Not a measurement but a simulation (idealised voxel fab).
process module | voxel air gaps
For reference, the cross-section in this document is cut, with width 280 nm and square cells of 5 nm.
This document writes a cross-section as a grid whose cells are square, and gives it as bands, listed from the top down; one or more rows of cells form a band. The entry gives the band's vertical extent as a top height and a bottom height in nm, then its horizontal make-up as materials from left to right, each with a width in nm. "air" stands for empty space; a single material marked "full width" fills the band edge to edge. Measure heights from 0. That's the level where, below it, the as-received wafer is all one material. The lowest band is bottomless and extends downward; write it as in "0 and below". Note: "30 to 40" means the width goes from the first number (top row of the band) to the second number (bottom row) in equal steps per row of cells. It should be understood that the words "remains unaltered", when stated for a given step, signify that the cross-section underwent no change in any of its cells during that step. In "Closed cavities" the enclosed voids are listed, meaning empty spaces of 8 cells or larger without any opening to the top. The form is width x height at distance, distance from the left edge, units nm. Formally, on a step line, whatever follows the settings is a remark that the simulator itself makes on the step. Steps that use a mask can have "overlay nm" on their line. It says how far the mask sat to the right of where it was meant to be. Negative means to the left.
Steps in the process plan
- 1: RECEIVE | material Si
- 2: CONFORMAL_DEP | material SiO2 | thk nm 10
- 3: CONFORMAL_DEP | material SiCN | thk nm 5
- 4: DIRECTIONAL_DEP | material lowk | thk nm 40
- 5: DIRECTIONAL_DEP | material aC | thk nm 15
- 6: PATTERN | tone open | mask id LINES | material resist | width nm 25 | pitch nm 50 | thk nm 30 | overlay nm -15
- 7: DIRECTIONAL_ETCH | etch materials aC | depth nm 15
- 8: STRIP | etch materials resist
- 9: DIRECTIONAL_ETCH | etch materials lowk | depth nm 40
- 10: STRIP | etch materials aC
- 11: CONFORMAL_DEP | material TiN | thk nm 5
- 12: FILL_DEP | material Ru | thk nm 10
- 13: CMP | height nm 55
- 14: EPI | material Ru | thk nm 10
- 15: SELECTIVE_ETCH | etch materials lowk | depth nm 50
- 16: CONFORMAL_DEP | material SiCN | thk nm 5
Across this set of wafers, the varied parameter is the overlay nm of step 6. Starting conditions are identical for every wafer, and the plan reports the value assigned to the first wafer.
The first of several wafers as received, shown in cross-section; this is its state after step 1
0 and below | Si full width
Closed cavities: none
The rows of the table below are wafers. Looking at the end of the module, a row counts, for every material, the cells the wafer has gained, shown as (+), or lost, shown as (-), since it was received; its closed voids come next
overlay nm -15, +117 Ru, +188 SiCN, +112 SiO2, +57 TiN, Closed cavities: 15 x 30 at 90; 15 x 30 at 140
overlay nm -10, +117 Ru, +188 SiCN, +112 SiO2, +57 TiN, Closed cavities: 15 x 30 at 95; 15 x 30 at 145
overlay nm -5, +117 Ru, +188 SiCN, +112 SiO2, +57 TiN, Closed cavities: 15 x 30 at 100; 15 x 30 at 150
overlay nm 0, +117 Ru, +188 SiCN, +112 SiO2, +57 TiN, Closed cavities: 15 x 30 at 105; 15 x 30 at 155
overlay nm 5, +117 Ru, +188 SiCN, +112 SiO2, +57 TiN, Closed cavities: 15 x 30 at 110; 15 x 30 at 160
overlay nm 10, +117 Ru, +188 SiCN, +112 SiO2, +57 TiN, Closed cavities: 15 x 30 at 115; 15 x 30 at 165
overlay nm 15, +117 Ru, +188 SiCN, +112 SiO2, +57 TiN, Closed cavities: 15 x 30 at 120; 15 x 30 at 170
